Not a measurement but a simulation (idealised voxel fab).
Title: Process Module voxel local oxidation
In the cross-section labelled cut, the width is 295 nm and each square cell is 5 nm.
Just so we're on the same page, the cross-sections are grids of square cells, and they're listed out in bands top to bottom, each band one or more rows deep.
What a band's entry tells you: where the top is and where the bottom is, as heights in nm, and after that what lies inside, material by material from left to right, each with its width in nm. Empty space is written as the word "empty", and a single material marked with the word "full width" occupies the band from edge to edge.
All heights in this document are referenced to 0, defined as the level beneath which the wafer, as received, consists entirely of one material. The lowest band is not bounded below; it extends indefinitely downward and is written in the form "0..down".
Width spec "30->40" -> top row of cells at first value, bottom row at second value, equal per-row change in between.
"identical to before" (step): cross-section cells unchanged, all of them.
Empty spaces without an open route to the top, at least 8 cells in extent, make up the entry "Cavities, closed"; each is given as width x height at distance, where the distance is measured from the left edge, and all are in nm.
Text after the settings on a step's line: the simulator's own remark on that step.
overlay nm: mask right of planned place by this much (step with mask). Neg. = left.

### The steps planned for the process are as follows
1. RECEIVE: material Si
2. CONFORMAL_DEP: material SiO2, thk nm 5
3. CONFORMAL_DEP: material SiN, thk nm 15
4. MASKED_ETCH: tone cover, mask id ACTIVE, width nm 100, etch materials SiN, depth nm 15, overlay nm 0
5. SELECTIVE_ETCH: etch materials SiO2, depth nm 5
6. OXIDIZE: depth nm 10
7. STRIP: etch materials SiN

### First of two wafers - as planned

### as received, after step 1
  0..down | Si full width
  Cavities, closed: none

### Wafer after step 2 (cross-section)
  5..0 | SiO2 full width
  At heights below 0, the structure remains unaltered.

### Wafer after step 3 (cross-section)
  20..5 | SiN full width
  At heights below 5, the structure remains unaltered.

### Wafer after step 4 (cross-section)
  20..5 | empty 95  SiN 100  empty 100
  At heights below 5, the structure remains unaltered.

### Wafer after step 5 (cross-section)
  20..5 | empty 95  SiN 100  empty 100
  5..0 | empty 100  SiO2 90  empty 105
  At heights below 0, the structure remains unaltered.

### Wafer after step 6 (cross-section)
  20..5 | empty 95  SiN 100  empty 100
  5..0 | empty 100  SiO2 90  empty 105
  0..-10 | SiO2 110  Si 70  SiO2 115
  At heights below -10, the structure remains unaltered.

### Wafer after step 7 (cross-section)
  5..0 | empty 100  SiO2 90  empty 105
  At heights below 0, the structure remains unaltered.

### Second wafer: same start and same plan as the first, one execution error; identical to the first through step 3

### Second wafer at the planned finish of step 4, seen in cross-section
  20..5 | empty 105  SiN 100  empty 90
  At heights below 5, the structure remains unaltered.

### Second wafer at the planned finish of step 5, seen in cross-section
  20..5 | empty 105  SiN 100  empty 90
  5..0 | empty 110  SiO2 90  empty 95
  At heights below 0, the structure remains unaltered.

### Second wafer at the planned finish of step 6, seen in cross-section
  20..5 | empty 105  SiN 100  empty 90
  5..0 | empty 110  SiO2 90  empty 95
  0..-10 | SiO2 120  Si 70  SiO2 105
  At heights below -10, the structure remains unaltered.

### Second wafer at the planned finish of step 7, seen in cross-section
  5..0 | empty 110  SiO2 90  empty 95
  At heights below 0, the structure remains unaltered.
Finding, execution versus plan: step 4 did not happen as planned, as run it was MASKED_ETCH: tone cover, mask id ACTIVE, width nm 100, etch materials SiN, depth nm 15, overlay nm 10
Both wafers, final: cells per material equal; arrangement not.
